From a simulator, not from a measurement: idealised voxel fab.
This section sets out a process module, namely voxel self aligned contacts.
The cross-section on display is named cut; it measures 295 nm wide, and its cells are 5 nm squares.
If you're reading a cross-section in this doc, picture square cells in a grid; it comes to you as bands, top ones listed first down to the bottom, and a band can be one or more rows of cells. The entry gives the band's vertical extent as a top height and a bottom height in nm, then its horizontal make-up as materials from left to right, each with a width in nm. "blank" stands for empty space; a single material marked "everywhere" fills the band edge to edge. All heights in this document are referenced to 0, defined as the level beneath which the wafer, as received, consists entirely of one material. The lowest band is not bounded below; it extends indefinitely downward and is written in the form "0 -> down". A two-number width, for instance "30->40", indicates that the width is equal to the first number in the top row of the band and to the second number in the bottom row, and that it changes by a constant amount per row of cells. Take "all unchanged" at face value: in the step it is given for, the cross-section changed in none of its cells. Voids not open to the top, 8 cells minimum: see "Trapped voids". Written width x height at distance; distance is from the left edge; nm. Past the settings on a step's line: simulator remark, on that step. A step's line can hold "overlay nm"; with a mask on that step, the setting says how far right of the planned place the mask lay, while a negative setting says it lay to the left.

Steps planned for the process:
- 1: RECEIVE: material Si
- 2: CONFORMAL_DEP: material SiO2, thk nm 5
- 3: DIRECTIONAL_DEP: material polySi, thk nm 25
- 4: DIRECTIONAL_DEP: material SiN, thk nm 20
- 5: PATTERN: tone cover, mask id GATE, material resist, width nm 30, pitch nm 75, thk nm 15, overlay nm 0
- 6: DIRECTIONAL_ETCH: etch materials SiN, depth nm 20
- 7: DIRECTIONAL_ETCH: etch materials polySi, depth nm 25
- 8: STRIP: etch materials resist
- 9: CONFORMAL_DEP: material SiN, thk nm 10
- 10: DIRECTIONAL_ETCH: etch materials SiN, depth nm 10
- 11: FILL_DEP: material SiO2, thk nm 15
- 12: CMP: height nm 55
- 13: MASKED_ETCH: tone open, mask id CONTACT, width nm 55, etch materials SiO2, depth nm 55, overlay nm 0
- 14: CONFORMAL_DEP: material TiN, thk nm 5
- 15: FILL_DEP: material Ru, thk nm 5
- 16: CMP: height nm 55
- 17: CONFORMAL_DEP: material SiN, thk nm 5

As received (post step 1): cross-section:
- 0 -> down: Si everywhere
- Trapped voids: none

End-of-module cross-section of the first of two wafers, processed as planned:
- 60 -> 55: SiN everywhere
- 55 -> 50: 120 SiO2 | 20 TiN | 15 Ru | 20 TiN | 120 SiO2
- 50 -> 30: 85 SiO2 | 50 SiN | 5 TiN | 15 Ru | 5 TiN | 50 SiN | 85 SiO2
- 30 -> 5: 85 SiO2 | 10 SiN | 30 polySi | 10 SiN | 5 TiN | 15 Ru | 5 TiN | 10 SiN | 30 polySi | 10 SiN | 85 SiO2
- 5 -> 0: 135 SiO2 | 25 TiN | 135 SiO2
- 0 -> down: Si everywhere
- Trapped voids: none

Cross-section at end of module for the second wafer of two, which matched the first in starting point and plan and differed by one mistake in its processing:
- 55 -> 50: SiN everywhere
- 50 -> 30: 85 SiO2 | 50 SiN | 5 TiN | 15 Ru | 5 TiN | 50 SiN | 85 SiO2
- 30 -> 5: 85 SiO2 | 10 SiN | 30 polySi | 10 SiN | 5 TiN | 15 Ru | 5 TiN | 10 SiN | 30 polySi | 10 SiN | 85 SiO2
- 5 -> 0: 135 SiO2 | 25 TiN | 135 SiO2
- 0 -> down: Si everywhere
- Trapped voids: none
Where did the run depart from the plan? step 16 ran differently from the plan; actual operation with settings: CMP: height nm 50
Counted in cells at the end, the second wafer holds more or fewer of these materials than the first: Ru: 3 fewer, SiO2: 48 fewer, TiN: 8 fewer
